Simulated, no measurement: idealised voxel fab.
process module | voxel ribs on slabs
cross-section cut | 250 nm wide | cells 5 nm
A cross-section is a grid of square cells, given in bands from the top down. A band is one or more rows of cells.
Each band's line starts with the height of the band's top and of its bottom, in nm. Then come its materials from left to right, each with its width in nm. One material with "throughout" fills the band from edge to edge. "air" is empty space.
Height 0 is the level under which the wafer as received is all one material. The lowest band goes on downwards, as in "0 down".
A width such as "30 to 40" changes by the same amount from each row of cells to the next, from the band's top row to its bottom row.
"no change" after a step means that no cell of the cross-section changed.
closed voids: empty space of 8 cells or more with no open way to the top, each as width x height at its distance from the left edge, in nm
after a step's settings: what the simulator itself notes on the step
overlay nm, on a step with a mask: how far to the right of its planned place the mask lay; to the left if negative
plan
1 op RECEIVE | material Si
2 op DIRECTIONAL_DEP | material SiO2 | thk nm 30
3 op DIRECTIONAL_DEP | material SiN | thk nm 15
4 op PATTERN | tone cover | mask id RIB | material resist | width nm 25 | thk nm 15 | overlay nm 0
5 op DIRECTIONAL_ETCH | etch materials SiN | depth nm 5
6 op STRIP | etch materials resist
7 op MASKED_ETCH | tone cover | mask id SLAB | width nm 75 | etch materials SiN | depth nm 10 | overlay nm 0
8 op FILL_DEP | material SiO2 | thk nm 25
9 op CMP | height nm 60
10 op DIRECTIONAL_DEP | material TiN | thk nm 10
11 op DIRECTIONAL_DEP | material aC | thk nm 10
12 op PATTERN | tone cover | mask id HEATER | material resist | width nm 35 | thk nm 30 | overlay nm 0
13 op DIRECTIONAL_ETCH | etch materials aC | depth nm 10
14 op STRIP | etch materials resist
15 op DIRECTIONAL_ETCH | etch materials TiN | depth nm 10
16 op STRIP | etch materials aC
17 op CONFORMAL_DEP | material SiN | thk nm 5
first wafer, as planned
as received, after step 1
  0 down: Si throughout
  closed voids: none
after step 2
  30 to 0: SiO2 throughout
  below 0: unchanged
after step 3
  45 to 30: SiN throughout
  below 30: unchanged
after step 4
  60 to 45: air 110 | resist 25 | air 115
  below 45: unchanged
after step 5
  60 to 45: air 110 | resist 25 | air 115
  45 to 40: air 110 | SiN 25 | air 115
  below 40: unchanged
after step 6
  45 to 40: air 110 | SiN 25 | air 115
  below 40: unchanged
after step 7
  45 to 40: air 110 | SiN 25 | air 115
  40 to 30: air 85 | SiN 75 | air 90
  below 30: unchanged
after step 8
  70 to 45: SiO2 throughout
  45 to 40: SiO2 110 | SiN 25 | SiO2 115
  40 to 30: SiO2 85 | SiN 75 | SiO2 90
  below 30: unchanged
after step 9
  60 to 45: SiO2 throughout
  below 45: unchanged
after step 10
  70 to 60: TiN throughout
  below 60: unchanged
after step 11
  80 to 70: aC throughout
  below 70: unchanged
after step 12
  110 to 80: air 105 | resist 35 | air 110
  below 80: unchanged
after step 13
  100 to 80: air 105 | resist 35 | air 110
  80 to 70: air 105 | aC 35 | air 110
  below 70: unchanged
after step 14
  80 to 70: air 105 | aC 35 | air 110
  below 70: unchanged
after step 15
  80 to 70: air 105 | aC 35 | air 110
  70 to 60: air 105 | TiN 35 | air 110
  below 60: unchanged
after step 16
  70 to 60: air 105 | TiN 35 | air 110
  below 60: unchanged
after step 17
  75 to 70: air 100 | SiN 45 | air 105
  70 to 65: air 100 | SiN 5 | TiN 35 | SiN 5 | air 105
  65 to 60: SiN 105 | TiN 35 | SiN 110
  below 60: unchanged
second wafer: like start, like plan, one mistake. Through step 16 it matches the first wafer
when step 17 should have ended: no change
what went wrong: step 17 was left out
at the end the second wafer has, in cells: 54 fewer of SiN
